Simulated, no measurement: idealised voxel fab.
The process module presented herein is designated voxel capacitor over wiring.
The cross-section shown here is cut; it is 300 nm wide and divided into square cells measuring 5 nm on a side.
A cross-section is written here as square cells arranged in a grid, and it is given in bands from the top down, each band taking up one or more rows of cells.
Heads up on the band format: heights come first, top then bottom, in nm. After that it's the materials left to right, each with its width in nm. A single material flagged "throughout" fills the whole band edge to edge, and "empty" means there's empty space there.
It should be noted that heights are counted from 0, beneath which the wafer as supplied is of one material throughout, and that the lowest band possesses no lower boundary but continues downward, as written in "top 0, no bottom".
The expression "30 to 40" gives the width at the extremes of the band, the first number at its top row of cells and the second at its bottom row, with the width changing by equal amounts from each row to the next in between.
It should be understood that the words "no alterations made", when stated for a given step, signify that the cross-section underwent no change in any of its cells during that step.
In the "Sealed cavities" entry, you get each enclosed empty space of 8 cells or more, one with no open way to the top, written width x height at distance, distance from the left edge, in nm.
Read whatever lies past the settings on a step's line as the simulator's own remark about the step.
overlay nm: for a step with a mask, the amount by which the mask lay right of where it was planned; a negative amount means left of it.
**Process steps foreseen in the plan**
- 1: RECEIVE | material Si
- 2: CONFORMAL_DEP | material SiO2 | thk nm 10
- 3: CONFORMAL_DEP | material SiCN | thk nm 5
- 4: DIRECTIONAL_DEP | material lowk | thk nm 25
- 5: MASKED_ETCH | tone open | mask id METAL_1 | width nm 30 | pitch nm 100 | etch materials lowk | depth nm 25 | overlay nm 0
- 6: MASKED_ETCH | tone open | mask id METAL_1 | width nm 30 | pitch nm 100 | etch materials SiCN | depth nm 5 | overlay nm 0
- 7: CONFORMAL_DEP | material TiN | thk nm 5
- 8: FILL_DEP | material Cu | thk nm 5
- 9: CMP | height nm 40
- 10: EPI | material Ru | thk nm 5
- 11: FILL_DEP | material SiCN | thk nm 5
- 12: DIRECTIONAL_DEP | material lowk | thk nm 10
- 13: DIRECTIONAL_DEP | material aC | thk nm 15
- 14: PATTERN | tone open | mask id PLUG_1 | material resist | width nm 15 | thk nm 35 | overlay nm 0
- 15: DIRECTIONAL_ETCH | etch materials aC | depth nm 15
- 16: STRIP | etch materials resist
- 17: DIRECTIONAL_ETCH | etch materials lowk | depth nm 10
- 18: DIRECTIONAL_ETCH | etch materials SiCN | depth nm 5
- 19: STRIP | etch materials aC
- 20: EPI | material Ru | thk nm 10
- 21: EPI | material Ru | thk nm 5
- 22: DIRECTIONAL_DEP | material TiN | thk nm 5
- 23: DIRECTIONAL_DEP | material SiN | thk nm 5
- 24: DIRECTIONAL_DEP | material TiN | thk nm 5
- 25: DIRECTIONAL_DEP | material aC | thk nm 15
- 26: PATTERN | tone cover | mask id UPPER_PLATE | material resist | width nm 75 | thk nm 30 | overlay nm 0
- 27: DIRECTIONAL_ETCH | etch materials aC | depth nm 15
- 28: STRIP | etch materials resist
- 29: DIRECTIONAL_ETCH | etch materials TiN | depth nm 5
- 30: DIRECTIONAL_ETCH | etch materials SiN | depth nm 5
- 31: STRIP | etch materials aC
- 32: DIRECTIONAL_DEP | material aC | thk nm 15
- 33: PATTERN | tone cover | mask id LOWER_PLATE | material resist | width nm 85 | thk nm 35 | overlay nm 0
- 34: DIRECTIONAL_ETCH | etch materials aC | depth nm 15
- 35: STRIP | etch materials resist
- 36: DIRECTIONAL_ETCH | etch materials TiN | depth nm 5
- 37: STRIP | etch materials aC
- 38: FILL_DEP | material SiO2 | thk nm 15
- 39: CMP | height nm 85
- 40: DIRECTIONAL_DEP | material aC | thk nm 15
- 41: PATTERN | tone open | mask id PLUG_2 | material resist | width nm 15 | thk nm 35 | overlay nm 0
- 42: DIRECTIONAL_ETCH | etch materials aC | depth nm 15
- 43: STRIP | etch materials resist
- 44: DIRECTIONAL_ETCH | etch materials SiO2 | depth nm 10
- 45: STRIP | etch materials aC
- 46: CONFORMAL_DEP | material TiN | thk nm 5
- 47: FILL_DEP | material Cu | thk nm 10
- 48: CMP | height nm 85
- 49: CONFORMAL_DEP | material SiCN | thk nm 5
**Run as planned: first of two wafers**
**Cross-section of the wafer as it came to us, i.e., already through step 1**
- top 0, no bottom: Si throughout
- Sealed cavities: none
**Cross-section through the wafer, step 2 finished**
- top 10, bottom 0: SiO2 throughout
- Beneath the level 0, the cross-section is identical to its previous state.
**Cross-section through the wafer, step 3 finished**
- top 15, bottom 10: SiCN throughout
- Beneath the level 10, the cross-section is identical to its previous state.
**Cross-section through the wafer, step 4 finished**
- top 40, bottom 15: lowk throughout
- Beneath the level 15, the cross-section is identical to its previous state.
**Cross-section through the wafer, step 5 finished**
- top 40, bottom 15: lowk 85 nm, then empty 30 nm, then lowk 70 nm, then empty 30 nm, then lowk 85 nm
- Beneath the level 15, the cross-section is identical to its previous state.
**Cross-section through the wafer, step 6 finished**
- top 40, bottom 15: lowk 85 nm, then empty 30 nm, then lowk 70 nm, then empty 30 nm, then lowk 85 nm
- top 15, bottom 10: SiCN 85 nm, then empty 30 nm, then SiCN 70 nm, then empty 30 nm, then SiCN 85 nm
- Beneath the level 10, the cross-section is identical to its previous state.
**Cross-section through the wafer, step 7 finished**
- top 45, bottom 40: TiN 90 nm, then empty 20 nm, then TiN 80 nm, then empty 20 nm, then TiN 90 nm
- top 40, bottom 15: lowk 85 nm, then TiN 5 nm, then empty 20 nm, then TiN 5 nm, then lowk 70 nm, then TiN 5 nm, then empty 20 nm, then TiN 5 nm, then lowk 85 nm
- top 15, bottom 10: SiCN 85 nm, then TiN 30 nm, then SiCN 70 nm, then TiN 30 nm, then SiCN 85 nm
- Beneath the level 10, the cross-section is identical to its previous state.
**Cross-section through the wafer, step 8 finished**
- top 50, bottom 45: Cu throughout
- top 45, bottom 40: TiN 90 nm, then Cu 20 nm, then TiN 80 nm, then Cu 20 nm, then TiN 90 nm
- top 40, bottom 15: lowk 85 nm, then TiN 5 nm, then Cu 20 nm, then TiN 5 nm, then lowk 70 nm, then TiN 5 nm, then Cu 20 nm, then TiN 5 nm, then lowk 85 nm
- Beneath the level 15, the cross-section is identical to its previous state.
**Cross-section through the wafer, step 9 finished**
- top 40, bottom 15: lowk 85 nm, then TiN 5 nm, then Cu 20 nm, then TiN 5 nm, then lowk 70 nm, then TiN 5 nm, then Cu 20 nm, then TiN 5 nm, then lowk 85 nm
- Beneath the level 15, the cross-section is identical to its previous state.
**Cross-section through the wafer, step 10 finished**
- top 45, bottom 40: empty 80 nm, then Ru 40 nm, then empty 60 nm, then Ru 40 nm, then empty 80 nm
- Beneath the level 40, the cross-section is identical to its previous state.
**Cross-section through the wafer, step 11 finished**
- top 50, bottom 45: SiCN throughout
- top 45, bottom 40: SiCN 80 nm, then Ru 40 nm, then SiCN 60 nm, then Ru 40 nm, then SiCN 80 nm
- Beneath the level 40, the cross-section is identical to its previous state.
**Cross-section through the wafer, step 12 finished**
- top 60, bottom 50: lowk throughout
- Beneath the level 50, the cross-section is identical to its previous state.
**Cross-section through the wafer, step 13 finished**
- top 75, bottom 60: aC throughout
- Beneath the level 60, the cross-section is identical to its previous state.
**Cross-section through the wafer, step 14 finished**
- top 110, bottom 75: resist 100 nm, then empty 15 nm, then resist 185 nm
- Beneath the level 75, the cross-section is identical to its previous state.
**Cross-section through the wafer, step 15 finished**
- top 95, bottom 75: resist 100 nm, then empty 15 nm, then resist 185 nm
- top 75, bottom 60: aC 100 nm, then empty 15 nm, then aC 185 nm
- Beneath the level 60, the cross-section is identical to its previous state.
**Cross-section through the wafer, step 16 finished**
- top 75, bottom 60: aC 100 nm, then empty 15 nm, then aC 185 nm
- Beneath the level 60, the cross-section is identical to its previous state.
**Cross-section through the wafer, step 17 finished**
- top 75, bottom 60: aC 100 nm, then empty 15 nm, then aC 185 nm
- top 60, bottom 50: lowk 100 nm, then empty 15 nm, then lowk 185 nm
- Beneath the level 50, the cross-section is identical to its previous state.
**Cross-section through the wafer, step 18 finished**
- top 75, bottom 60: aC 100 nm, then empty 15 nm, then aC 185 nm
- top 60, bottom 50: lowk 100 nm, then empty 15 nm, then lowk 185 nm
- top 50, bottom 45: SiCN 100 nm, then empty 15 nm, then SiCN 185 nm
- Beneath the level 45, the cross-section is identical to its previous state.
**Cross-section through the wafer, step 19 finished**
- top 60, bottom 50: lowk 100 nm, then empty 15 nm, then lowk 185 nm
- Beneath the level 50, the cross-section is identical to its previous state.
**Cross-section through the wafer, step 20 finished**
- top 60, bottom 55: lowk 100 nm, then empty 15 nm, then lowk 185 nm
- top 55, bottom 50: lowk 100 nm, then Ru 15 nm, then lowk 185 nm
- top 50, bottom 45: SiCN 100 nm, then Ru 15 nm, then SiCN 185 nm
- Beneath the level 45, the cross-section is identical to its previous state.
**Cross-section through the wafer, step 21 finished**
- top 60, bottom 50: lowk 100 nm, then Ru 15 nm, then lowk 185 nm
- Beneath the level 50, the cross-section is identical to its previous state.
**Cross-section through the wafer, step 22 finished**
- top 65, bottom 60: TiN throughout
- Beneath the level 60, the cross-section is identical to its previous state.
**Cross-section through the wafer, step 23 finished**
- top 70, bottom 65: SiN throughout
- Beneath the level 65, the cross-section is identical to its previous state.
**Cross-section through the wafer, step 24 finished**
- top 75, bottom 70: TiN throughout
- Beneath the level 70, the cross-section is identical to its previous state.
**Cross-section through the wafer, step 25 finished**
- top 90, bottom 75: aC throughout
- Beneath the level 75, the cross-section is identical to its previous state.
**Cross-section through the wafer, step 26 finished**
- top 120, bottom 90: empty 100 nm, then resist 75 nm, then empty 125 nm
- Beneath the level 90, the cross-section is identical to its previous state.
**Cross-section through the wafer, step 27 finished**
- top 105, bottom 90: empty 100 nm, then resist 75 nm, then empty 125 nm
- top 90, bottom 75: empty 100 nm, then aC 75 nm, then empty 125 nm
- Beneath the level 75, the cross-section is identical to its previous state.
**Cross-section through the wafer, step 28 finished**
- top 90, bottom 75: empty 100 nm, then aC 75 nm, then empty 125 nm
- Beneath the level 75, the cross-section is identical to its previous state.
**Cross-section through the wafer, step 29 finished**
- top 90, bottom 75: empty 100 nm, then aC 75 nm, then empty 125 nm
- top 75, bottom 70: empty 100 nm, then TiN 75 nm, then empty 125 nm
- Beneath the level 70, the cross-section is identical to its previous state.
**Cross-section through the wafer, step 30 finished**
- top 90, bottom 75: empty 100 nm, then aC 75 nm, then empty 125 nm
- top 75, bottom 70: empty 100 nm, then TiN 75 nm, then empty 125 nm
- top 70, bottom 65: empty 100 nm, then SiN 75 nm, then empty 125 nm
- Beneath the level 65, the cross-section is identical to its previous state.
**Cross-section through the wafer, step 31 finished**
- top 75, bottom 70: empty 100 nm, then TiN 75 nm, then empty 125 nm
- Beneath the level 70, the cross-section is identical to its previous state.
**Cross-section through the wafer, step 32 finished**
- top 90, bottom 80: empty 100 nm, then aC 75 nm, then empty 125 nm
- top 80, bottom 75: aC throughout
- top 75, bottom 70: aC 100 nm, then TiN 75 nm, then aC 125 nm
- top 70, bottom 65: aC 100 nm, then SiN 75 nm, then aC 125 nm
- Beneath the level 65, the cross-section is identical to its previous state.
**Cross-section through the wafer, step 33 finished**
- top 125, bottom 90: empty 95 nm, then resist 85 nm, then empty 120 nm
- top 90, bottom 80: empty 95 nm, then resist 5 nm, then aC 75 nm, then resist 5 nm, then empty 120 nm
- Beneath the level 80, the cross-section is identical to its previous state.
**Cross-section through the wafer, step 34 finished**
- top 110, bottom 90: empty 95 nm, then resist 85 nm, then empty 120 nm
- top 90, bottom 80: empty 95 nm, then resist 5 nm, then aC 75 nm, then resist 5 nm, then empty 120 nm
- top 80, bottom 75: empty 95 nm, then aC 85 nm, then empty 120 nm
- top 75, bottom 70: empty 95 nm, then aC 5 nm, then TiN 75 nm, then aC 5 nm, then empty 120 nm
- top 70, bottom 65: empty 95 nm, then aC 5 nm, then SiN 75 nm, then aC 5 nm, then empty 120 nm
- Beneath the level 65, the cross-section is identical to its previous state.
**Cross-section through the wafer, step 35 finished**
- top 90, bottom 80: empty 100 nm, then aC 75 nm, then empty 125 nm
- Beneath the level 80, the cross-section is identical to its previous state.
**Cross-section through the wafer, step 36 finished**
- top 90, bottom 80: empty 100 nm, then aC 75 nm, then empty 125 nm
- top 80, bottom 75: empty 95 nm, then aC 85 nm, then empty 120 nm
- top 75, bottom 70: empty 95 nm, then aC 5 nm, then TiN 75 nm, then aC 5 nm, then empty 120 nm
- top 70, bottom 65: empty 95 nm, then aC 5 nm, then SiN 75 nm, then aC 5 nm, then empty 120 nm
- top 65, bottom 60: empty 95 nm, then TiN 85 nm, then empty 120 nm
- Beneath the level 60, the cross-section is identical to its previous state.
**Cross-section through the wafer, step 37 finished**
- top 75, bottom 70: empty 100 nm, then TiN 75 nm, then empty 125 nm
- top 70, bottom 65: empty 100 nm, then SiN 75 nm, then empty 125 nm
- Beneath the level 65, the cross-section is identical to its previous state.
**Cross-section through the wafer, step 38 finished**
- top 90, bottom 75: SiO2 throughout
- top 75, bottom 70: SiO2 100 nm, then TiN 75 nm, then SiO2 125 nm
- top 70, bottom 65: SiO2 100 nm, then SiN 75 nm, then SiO2 125 nm
- top 65, bottom 60: SiO2 95 nm, then TiN 85 nm, then SiO2 120 nm
- Beneath the level 60, the cross-section is identical to its previous state.
**Cross-section through the wafer, step 39 finished**
- top 85, bottom 75: SiO2 throughout
- Beneath the level 75, the cross-section is identical to its previous state.
**Cross-section through the wafer, step 40 finished**
- top 100, bottom 85: aC throughout
- Beneath the level 85, the cross-section is identical to its previous state.
**Cross-section through the wafer, step 41 finished**
- top 135, bottom 100: resist 110 nm, then empty 15 nm, then resist 175 nm
- Beneath the level 100, the cross-section is identical to its previous state.
**Cross-section through the wafer, step 42 finished**
- top 120, bottom 100: resist 110 nm, then empty 15 nm, then resist 175 nm
- top 100, bottom 85: aC 110 nm, then empty 15 nm, then aC 175 nm
- Beneath the level 85, the cross-section is identical to its previous state.
**Cross-section through the wafer, step 43 finished**
- top 100, bottom 85: aC 110 nm, then empty 15 nm, then aC 175 nm
- Beneath the level 85, the cross-section is identical to its previous state.
**Cross-section through the wafer, step 44 finished**
- top 100, bottom 85: aC 110 nm, then empty 15 nm, then aC 175 nm
- top 85, bottom 75: SiO2 110 nm, then empty 15 nm, then SiO2 175 nm
- Beneath the level 75, the cross-section is identical to its previous state.
**Cross-section through the wafer, step 45 finished**
- top 85, bottom 75: SiO2 110 nm, then empty 15 nm, then SiO2 175 nm
- Beneath the level 75, the cross-section is identical to its previous state.
**Cross-section through the wafer, step 46 finished**
- top 90, bottom 85: TiN 115 nm, then empty 5 nm, then TiN 180 nm
- top 85, bottom 80: SiO2 110 nm, then TiN 5 nm, then empty 5 nm, then TiN 5 nm, then SiO2 175 nm
- top 80, bottom 70: SiO2 110 to 100 nm, then TiN 15 to 75 nm, then SiO2 175 to 125 nm
- Beneath the level 70, the cross-section is identical to its previous state.
**Cross-section through the wafer, step 47 finished**
- top 100, bottom 90: Cu throughout
- top 90, bottom 85: TiN 115 nm, then Cu 5 nm, then TiN 180 nm
- top 85, bottom 80: SiO2 110 nm, then TiN 5 nm, then Cu 5 nm, then TiN 5 nm, then SiO2 175 nm
- Beneath the level 80, the cross-section is identical to its previous state.
**Cross-section through the wafer, step 48 finished**
- top 85, bottom 80: SiO2 110 nm, then TiN 5 nm, then Cu 5 nm, then TiN 5 nm, then SiO2 175 nm
- Beneath the level 80, the cross-section is identical to its previous state.
**Cross-section through the wafer, step 49 finished**
- top 90, bottom 85: SiCN throughout
- Beneath the level 85, the cross-section is identical to its previous state.
**Wafer two of the pair: same origin, same plan, one error during the run; identical to wafer one up to and including step 4**
**Second wafer shown in cross-section at the time step 5 was slated to end**
- top 40, bottom 15: empty 85 nm, then lowk 30 nm, then empty 70 nm, then lowk 30 nm, then empty 85 nm
- Beneath the level 15, the cross-section is identical to its previous state.
Second wafer shown in cross-section at the time step 6 was slated to end: no alterations made
**Second wafer shown in cross-section at the time step 7 was slated to end**
- top 45, bottom 40: empty 80 nm, then TiN 40 nm, then empty 60 nm, then TiN 40 nm, then empty 80 nm
- top 40, bottom 20: empty 80 nm, then TiN 5 nm, then lowk 30 nm, then TiN 5 nm, then empty 60 nm, then TiN 5 nm, then lowk 30 nm, then TiN 5 nm, then empty 80 nm
- top 20, bottom 15: TiN 85 nm, then lowk 30 nm, then TiN 70 nm, then lowk 30 nm, then TiN 85 nm
- Beneath the level 15, the cross-section is identical to its previous state.
**Second wafer shown in cross-section at the time step 8 was slated to end**
- top 50, bottom 45: Cu throughout
- top 45, bottom 40: Cu 80 nm, then TiN 40 nm, then Cu 60 nm, then TiN 40 nm, then Cu 80 nm
- top 40, bottom 20: Cu 80 nm, then TiN 5 nm, then lowk 30 nm, then TiN 5 nm, then Cu 60 nm, then TiN 5 nm, then lowk 30 nm, then TiN 5 nm, then Cu 80 nm
- Beneath the level 20, the cross-section is identical to its previous state.
**Second wafer shown in cross-section at the time step 9 was slated to end**
- top 40, bottom 20: Cu 80 nm, then TiN 5 nm, then lowk 30 nm, then TiN 5 nm, then Cu 60 nm, then TiN 5 nm, then lowk 30 nm, then TiN 5 nm, then Cu 80 nm
- Beneath the level 20, the cross-section is identical to its previous state.
**Second wafer shown in cross-section at the time step 10 was slated to end**
- top 45, bottom 40: Ru 90 nm, then empty 20 nm, then Ru 80 nm, then empty 20 nm, then Ru 90 nm
- Beneath the level 40, the cross-section is identical to its previous state.
**Second wafer shown in cross-section at the time step 11 was slated to end**
- top 50, bottom 45: SiCN throughout
- top 45, bottom 40: Ru 90 nm, then SiCN 20 nm, then Ru 80 nm, then SiCN 20 nm, then Ru 90 nm
- Beneath the level 40, the cross-section is identical to its previous state.
**Second wafer shown in cross-section at the time step 12 was slated to end**
- top 60, bottom 50: lowk throughout
- Beneath the level 50, the cross-section is identical to its previous state.
**Second wafer shown in cross-section at the time step 13 was slated to end**
- top 75, bottom 60: aC throughout
- Beneath the level 60, the cross-section is identical to its previous state.
**Second wafer shown in cross-section at the time step 14 was slated to end**
- top 110, bottom 75: resist 100 nm, then empty 15 nm, then resist 185 nm
- Beneath the level 75, the cross-section is identical to its previous state.
**Second wafer shown in cross-section at the time step 15 was slated to end**
- top 95, bottom 75: resist 100 nm, then empty 15 nm, then resist 185 nm
- top 75, bottom 60: aC 100 nm, then empty 15 nm, then aC 185 nm
- Beneath the level 60, the cross-section is identical to its previous state.
**Second wafer shown in cross-section at the time step 16 was slated to end**
- top 75, bottom 60: aC 100 nm, then empty 15 nm, then aC 185 nm
- Beneath the level 60, the cross-section is identical to its previous state.
**Second wafer shown in cross-section at the time step 17 was slated to end**
- top 75, bottom 60: aC 100 nm, then empty 15 nm, then aC 185 nm
- top 60, bottom 50: lowk 100 nm, then empty 15 nm, then lowk 185 nm
- Beneath the level 50, the cross-section is identical to its previous state.
**Second wafer shown in cross-section at the time step 18 was slated to end**
- top 75, bottom 60: aC 100 nm, then empty 15 nm, then aC 185 nm
- top 60, bottom 50: lowk 100 nm, then empty 15 nm, then lowk 185 nm
- top 50, bottom 45: SiCN 100 nm, then empty 15 nm, then SiCN 185 nm
- Beneath the level 45, the cross-section is identical to its previous state.
**Second wafer shown in cross-section at the time step 19 was slated to end**
- top 60, bottom 50: lowk 100 nm, then empty 15 nm, then lowk 185 nm
- Beneath the level 50, the cross-section is identical to its previous state.
**Second wafer shown in cross-section at the time step 20 was slated to end**
- top 60, bottom 55: lowk 100 nm, then empty 15 nm, then lowk 185 nm
- top 55, bottom 50: lowk 100 nm, then Ru 15 nm, then lowk 185 nm
- top 50, bottom 45: SiCN 100 nm, then Ru 15 nm, then SiCN 185 nm
- Beneath the level 45, the cross-section is identical to its previous state.
**Second wafer shown in cross-section at the time step 21 was slated to end**
- top 60, bottom 50: lowk 100 nm, then Ru 15 nm, then lowk 185 nm
- Beneath the level 50, the cross-section is identical to its previous state.
**Second wafer shown in cross-section at the time step 22 was slated to end**
- top 65, bottom 60: TiN throughout
- Beneath the level 60, the cross-section is identical to its previous state.
**Second wafer shown in cross-section at the time step 23 was slated to end**
- top 70, bottom 65: SiN throughout
- Beneath the level 65, the cross-section is identical to its previous state.
**Second wafer shown in cross-section at the time step 24 was slated to end**
- top 75, bottom 70: TiN throughout
- Beneath the level 70, the cross-section is identical to its previous state.
**Second wafer shown in cross-section at the time step 25 was slated to end**
- top 90, bottom 75: aC throughout
- Beneath the level 75, the cross-section is identical to its previous state.
**Second wafer shown in cross-section at the time step 26 was slated to end**
- top 120, bottom 90: empty 100 nm, then resist 75 nm, then empty 125 nm
- Beneath the level 90, the cross-section is identical to its previous state.
**Second wafer shown in cross-section at the time step 27 was slated to end**
- top 105, bottom 90: empty 100 nm, then resist 75 nm, then empty 125 nm
- top 90, bottom 75: empty 100 nm, then aC 75 nm, then empty 125 nm
- Beneath the level 75, the cross-section is identical to its previous state.
**Second wafer shown in cross-section at the time step 28 was slated to end**
- top 90, bottom 75: empty 100 nm, then aC 75 nm, then empty 125 nm
- Beneath the level 75, the cross-section is identical to its previous state.
**Second wafer shown in cross-section at the time step 29 was slated to end**
- top 90, bottom 75: empty 100 nm, then aC 75 nm, then empty 125 nm
- top 75, bottom 70: empty 100 nm, then TiN 75 nm, then empty 125 nm
- Beneath the level 70, the cross-section is identical to its previous state.
**Second wafer shown in cross-section at the time step 30 was slated to end**
- top 90, bottom 75: empty 100 nm, then aC 75 nm, then empty 125 nm
- top 75, bottom 70: empty 100 nm, then TiN 75 nm, then empty 125 nm
- top 70, bottom 65: empty 100 nm, then SiN 75 nm, then empty 125 nm
- Beneath the level 65, the cross-section is identical to its previous state.
**Second wafer shown in cross-section at the time step 31 was slated to end**
- top 75, bottom 70: empty 100 nm, then TiN 75 nm, then empty 125 nm
- Beneath the level 70, the cross-section is identical to its previous state.
**Second wafer shown in cross-section at the time step 32 was slated to end**
- top 90, bottom 80: empty 100 nm, then aC 75 nm, then empty 125 nm
- top 80, bottom 75: aC throughout
- top 75, bottom 70: aC 100 nm, then TiN 75 nm, then aC 125 nm
- top 70, bottom 65: aC 100 nm, then SiN 75 nm, then aC 125 nm
- Beneath the level 65, the cross-section is identical to its previous state.
**Second wafer shown in cross-section at the time step 33 was slated to end**
- top 125, bottom 90: empty 95 nm, then resist 85 nm, then empty 120 nm
- top 90, bottom 80: empty 95 nm, then resist 5 nm, then aC 75 nm, then resist 5 nm, then empty 120 nm
- Beneath the level 80, the cross-section is identical to its previous state.
**Second wafer shown in cross-section at the time step 34 was slated to end**
- top 110, bottom 90: empty 95 nm, then resist 85 nm, then empty 120 nm
- top 90, bottom 80: empty 95 nm, then resist 5 nm, then aC 75 nm, then resist 5 nm, then empty 120 nm
- top 80, bottom 75: empty 95 nm, then aC 85 nm, then empty 120 nm
- top 75, bottom 70: empty 95 nm, then aC 5 nm, then TiN 75 nm, then aC 5 nm, then empty 120 nm
- top 70, bottom 65: empty 95 nm, then aC 5 nm, then SiN 75 nm, then aC 5 nm, then empty 120 nm
- Beneath the level 65, the cross-section is identical to its previous state.
**Second wafer shown in cross-section at the time step 35 was slated to end**
- top 90, bottom 80: empty 100 nm, then aC 75 nm, then empty 125 nm
- Beneath the level 80, the cross-section is identical to its previous state.
**Second wafer shown in cross-section at the time step 36 was slated to end**
- top 90, bottom 80: empty 100 nm, then aC 75 nm, then empty 125 nm
- top 80, bottom 75: empty 95 nm, then aC 85 nm, then empty 120 nm
- top 75, bottom 70: empty 95 nm, then aC 5 nm, then TiN 75 nm, then aC 5 nm, then empty 120 nm
- top 70, bottom 65: empty 95 nm, then aC 5 nm, then SiN 75 nm, then aC 5 nm, then empty 120 nm
- top 65, bottom 60: empty 95 nm, then TiN 85 nm, then empty 120 nm
- Beneath the level 60, the cross-section is identical to its previous state.
**Second wafer shown in cross-section at the time step 37 was slated to end**
- top 75, bottom 70: empty 100 nm, then TiN 75 nm, then empty 125 nm
- top 70, bottom 65: empty 100 nm, then SiN 75 nm, then empty 125 nm
- Beneath the level 65, the cross-section is identical to its previous state.
**Second wafer shown in cross-section at the time step 38 was slated to end**
- top 90, bottom 75: SiO2 throughout
- top 75, bottom 70: SiO2 100 nm, then TiN 75 nm, then SiO2 125 nm
- top 70, bottom 65: SiO2 100 nm, then SiN 75 nm, then SiO2 125 nm
- top 65, bottom 60: SiO2 95 nm, then TiN 85 nm, then SiO2 120 nm
- Beneath the level 60, the cross-section is identical to its previous state.
**Second wafer shown in cross-section at the time step 39 was slated to end**
- top 85, bottom 75: SiO2 throughout
- Beneath the level 75, the cross-section is identical to its previous state.
**Second wafer shown in cross-section at the time step 40 was slated to end**
- top 100, bottom 85: aC throughout
- Beneath the level 85, the cross-section is identical to its previous state.
**Second wafer shown in cross-section at the time step 41 was slated to end**
- top 135, bottom 100: resist 110 nm, then empty 15 nm, then resist 175 nm
- Beneath the level 100, the cross-section is identical to its previous state.
**Second wafer shown in cross-section at the time step 42 was slated to end**
- top 120, bottom 100: resist 110 nm, then empty 15 nm, then resist 175 nm
- top 100, bottom 85: aC 110 nm, then empty 15 nm, then aC 175 nm
- Beneath the level 85, the cross-section is identical to its previous state.
**Second wafer shown in cross-section at the time step 43 was slated to end**
- top 100, bottom 85: aC 110 nm, then empty 15 nm, then aC 175 nm
- Beneath the level 85, the cross-section is identical to its previous state.
**Second wafer shown in cross-section at the time step 44 was slated to end**
- top 100, bottom 85: aC 110 nm, then empty 15 nm, then aC 175 nm
- top 85, bottom 75: SiO2 110 nm, then empty 15 nm, then SiO2 175 nm
- Beneath the level 75, the cross-section is identical to its previous state.
**Second wafer shown in cross-section at the time step 45 was slated to end**
- top 85, bottom 75: SiO2 110 nm, then empty 15 nm, then SiO2 175 nm
- Beneath the level 75, the cross-section is identical to its previous state.
**Second wafer shown in cross-section at the time step 46 was slated to end**
- top 90, bottom 85: TiN 115 nm, then empty 5 nm, then TiN 180 nm
- top 85, bottom 80: SiO2 110 nm, then TiN 5 nm, then empty 5 nm, then TiN 5 nm, then SiO2 175 nm
- top 80, bottom 70: SiO2 110 to 100 nm, then TiN 15 to 75 nm, then SiO2 175 to 125 nm
- Beneath the level 70, the cross-section is identical to its previous state.
**Second wafer shown in cross-section at the time step 47 was slated to end**
- top 100, bottom 90: Cu throughout
- top 90, bottom 85: TiN 115 nm, then Cu 5 nm, then TiN 180 nm
- top 85, bottom 80: SiO2 110 nm, then TiN 5 nm, then Cu 5 nm, then TiN 5 nm, then SiO2 175 nm
- Beneath the level 80, the cross-section is identical to its previous state.
**Second wafer shown in cross-section at the time step 48 was slated to end**
- top 85, bottom 80: SiO2 110 nm, then TiN 5 nm, then Cu 5 nm, then TiN 5 nm, then SiO2 175 nm
- Beneath the level 80, the cross-section is identical to its previous state.
**Second wafer shown in cross-section at the time step 49 was slated to end**
- top 90, bottom 85: SiCN throughout
- Beneath the level 85, the cross-section is identical to its previous state.
Misprocessing identified: step 5, actual vs plan mismatch, actual run MASKED_ETCH | tone cover | mask id METAL_1 | width nm 30 | pitch nm 100 | etch materials lowk | depth nm 25 | overlay nm 0
The closing comparison, in cells, has the second wafer with more or fewer of some materials than the first: Cu: 136 more, Ru: 36 more, SiCN: 24 fewer, TiN: 32 more, lowk: 180 fewer
